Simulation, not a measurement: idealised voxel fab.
process module | voxel transistor to metal
cross-section cut | 300 nm wide | cells 5 nm
A cross-section is a grid of square cells, given in bands from the top down. A band is one or more rows of cells.
Each band's line starts with the height of the band's top and of its bottom, in nm. Then come its materials from left to right, each with its width in nm. One material with "throughout" fills the band from edge to edge. "air" is empty space.
Height 0 is the level under which the wafer as received is all one material. The lowest band goes on downwards, as in "0 down".
A width such as "30 to 40" changes by the same amount from each row of cells to the next, from the band's top row to its bottom row.
"no change" after a step means that no cell of the cross-section changed.
closed voids: empty space of 8 cells or more with no open way to the top, each as width x height at its distance from the left edge, in nm
after a step's settings: what the simulator itself notes on the step
overlay nm, on a step with a mask: how far to the right of its planned place the mask lay; to the left if negative
plan
1 op RECEIVE | material Si
2 op OXIDIZE | depth nm 5
3 op CONFORMAL_DEP | material SiN | thk nm 10
4 op MASKED_ETCH | tone cover | mask id ACTIVE | width nm 105 | pitch nm 130 | etch materials SiN | depth nm 10 | overlay nm 0
5 op MASKED_ETCH | tone cover | mask id ACTIVE | width nm 105 | pitch nm 130 | etch materials SiO2 | depth nm 5 | overlay nm 0
6 op MASKED_ETCH | tone cover | mask id ACTIVE | width nm 105 | pitch nm 130 | etch materials Si | depth nm 30 | overlay nm 0
7 op FILL_DEP | material SiO2 | thk nm 15
8 op CMP | height nm 10
9 op SELECTIVE_ETCH | etch materials SiO2 | depth nm 5
10 op STRIP | etch materials SiN
11 op SELECTIVE_ETCH | etch materials SiO2 | depth nm 5
12 op OXIDIZE | depth nm 5
13 op DIRECTIONAL_DEP | material polySi | thk nm 30
14 op DIRECTIONAL_DEP | material SiCN | thk nm 15
15 op MASKED_ETCH | tone cover | mask id GATE | width nm 15 | pitch nm 130 | etch materials SiCN | depth nm 25 | overlay nm 0
16 op MASKED_ETCH | tone cover | mask id GATE | width nm 15 | pitch nm 130 | etch materials polySi | depth nm 40 | overlay nm 0
17 op CONFORMAL_DEP | material SiN | thk nm 10
18 op DIRECTIONAL_ETCH | etch materials SiN | depth nm 10
19 op DIRECTIONAL_ETCH | etch materials SiO2 | depth nm 5
20 op EPI | material SiGe | thk nm 5
21 op FILL_DEP | material SiO2 | thk nm 5
22 op CMP | height nm 40
23 op DIRECTIONAL_DEP | material SiO2 | thk nm 10
24 op DIRECTIONAL_DEP | material aC | thk nm 10
25 op PATTERN | tone open | mask id CONTACT | material resist | width nm 30 | thk nm 25 | overlay nm 0
26 op DIRECTIONAL_ETCH | etch materials aC | depth nm 10
27 op STRIP | etch materials resist
28 op DIRECTIONAL_ETCH | etch materials SiO2 | depth nm 55
29 op STRIP | etch materials aC
30 op CONFORMAL_DEP | material TiN | thk nm 5
31 op FILL_DEP | material W | thk nm 5
32 op CMP | height nm 50
33 op CONFORMAL_DEP | material SiN | thk nm 5
34 op DIRECTIONAL_DEP | material lowk | thk nm 25
35 op DIRECTIONAL_DEP | material aC | thk nm 15
36 op PATTERN | tone open | mask id METAL_1 | material resist | width nm 20 | pitch nm 65 | thk nm 35 | overlay nm 0
37 op DIRECTIONAL_ETCH | etch materials aC | depth nm 15
38 op STRIP | etch materials resist
39 op DIRECTIONAL_ETCH | etch materials lowk | depth nm 25
40 op DIRECTIONAL_ETCH | etch materials SiN | depth nm 5
41 op STRIP | etch materials aC
42 op CONFORMAL_DEP | material TiN | thk nm 5
43 op FILL_DEP | material Ru | thk nm 10
44 op CMP | height nm 80
45 op EPI | material Ru | thk nm 5
46 op FILL_DEP | material SiCN | thk nm 5
as received, after step 1
  0 down: Si throughout
  closed voids: none
first wafer at the end, as planned
  90 to 85: SiCN throughout
  85 to 80: SiCN 35 | Ru 30 | SiCN 35 | Ru 30 | SiCN 35 | Ru 30 | SiCN 35 | Ru 30 | SiCN 40
  80 to 55: lowk 40 | TiN 5 | Ru 10 | TiN 5 | lowk 45 | TiN 5 | Ru 10 | TiN 5 | lowk 45 | TiN 5 | Ru 10 | TiN 5 | lowk 45 | TiN 5 | Ru 10 | TiN 5 | lowk 45
  55 to 50: SiN 40 | TiN 20 | SiN 45 | TiN 20 | SiN 45 | TiN 20 | SiN 45 | TiN 20 | SiN 45
  50 to 40: SiO2 40 | TiN 5 | W 20 to 15 | TiN 5 to 10 | SiO2 25 | TiN 5 to 10 | W 20 to 15 | TiN 5 | SiO2 45 | TiN 5 | W 20 to 15 | TiN 5 to 10 | SiO2 25 | TiN 5 to 10 | W 20 to 15 | TiN 5 | SiO2 45
  40 to 25: SiO2 40 | TiN 5 | W 15 | TiN 5 | SiN 10 | SiCN 15 | SiN 10 | TiN 5 | W 15 | TiN 5 | SiO2 45 | TiN 5 | W 15 | TiN 5 | SiN 10 | SiCN 15 | SiN 10 | TiN 5 | W 15 | TiN 5 | SiO2 45
  25 to 0: SiO2 40 | TiN 5 | W 15 | TiN 5 | SiN 10 | polySi 15 | SiN 10 | TiN 5 | W 15 | TiN 5 | SiO2 45 | TiN 5 | W 15 | TiN 5 | SiN 10 | polySi 15 | SiN 10 | TiN 5 | W 15 | TiN 5 | SiO2 45
  0 to -5: SiO2 25 | SiN 10 | SiO2 5 | TiN 25 | SiN 10 | polySi 15 | SiN 10 | TiN 25 | SiO2 5 | SiN 10 | SiO2 15 | SiN 10 | SiO2 5 | TiN 25 | SiN 10 | polySi 15 | SiN 10 | TiN 25 | SiO2 5 | SiN 10 | SiO2 30
  -5 to -10: SiO2 35 | SiGe 30 | SiO2 35 | SiGe 30 | SiO2 35 | SiGe 30 | SiO2 35 | SiGe 30 | SiO2 40
  -10 to -35: SiO2 30 | Si 105 | SiO2 25 | Si 105 | SiO2 35
  -35 down: Si throughout
  closed voids: none
second wafer at the end: like start, like plan, one mistake
  90 to 85: SiCN throughout
  85 to 80: SiCN 35 | Ru 30 | SiCN 35 | Ru 30 | SiCN 35 | Ru 30 | SiCN 35 | Ru 30 | SiCN 40
  80 to 55: lowk 40 | TiN 5 | Ru 10 | TiN 5 | lowk 45 | TiN 5 | Ru 10 | TiN 5 | lowk 45 | TiN 5 | Ru 10 | TiN 5 | lowk 45 | TiN 5 | Ru 10 | TiN 5 | lowk 45
  55 to 50: SiN 40 | TiN 20 | SiN 45 | TiN 20 | SiN 45 | TiN 20 | SiN 45 | TiN 20 | SiN 45
  50 to 40: SiO2 40 | TiN 5 | W 20 to 15 | TiN 5 to 10 | SiO2 25 | TiN 5 to 10 | W 20 to 15 | TiN 5 | SiO2 45 | TiN 5 | W 20 to 15 | TiN 5 to 10 | SiO2 25 | TiN 5 to 10 | W 20 to 15 | TiN 5 | SiO2 45
  40 to 30: SiO2 40 | TiN 5 | W 15 | TiN 5 | SiN 10 | SiCN 15 | SiN 10 | TiN 5 | W 15 | TiN 5 | SiO2 45 | TiN 5 | W 15 | TiN 5 | SiN 10 | SiCN 15 | SiN 10 | TiN 5 | W 15 | TiN 5 | SiO2 45
  30 to 5: SiO2 40 | TiN 5 | W 15 | TiN 5 | SiN 10 | polySi 15 | SiN 10 | TiN 5 | W 15 | TiN 5 | SiO2 45 | TiN 5 | W 15 | TiN 5 | SiN 10 | polySi 15 | SiN 10 | TiN 5 | W 15 | TiN 5 | SiO2 45
  5 to 0: SiO2 40 | TiN 25 | SiN 10 | polySi 15 | SiN 10 | TiN 25 | SiO2 45 | TiN 25 | SiN 10 | polySi 15 | SiN 10 | TiN 25 | SiO2 45
  0 to -5: SiO2 25 | SiN 10 | SiGe 30 | SiO2 35 | SiGe 30 | SiN 10 | SiO2 15 | SiN 10 | SiGe 30 | SiO2 35 | SiGe 30 | SiN 10 | SiO2 30
  -5 to -10: SiGe 25 | SiO2 15 | Si 85 | SiO2 15 | SiGe 15 | SiO2 15 | Si 85 | SiO2 15 | SiGe 30
  -10 down: Si throughout
  closed voids: none
what went wrong: step 4 ran as: op MASKED_ETCH | tone open | mask id ACTIVE | width nm 105 | pitch nm 130 | etch materials SiN | depth nm 10 | overlay nm 0
at the end the second wafer has, in cells: 124 more of Si | 6 fewer of SiCN | 14 more of SiGe | 8 fewer of SiN | 104 fewer of SiO2 | 8 fewer of TiN | 12 fewer of W
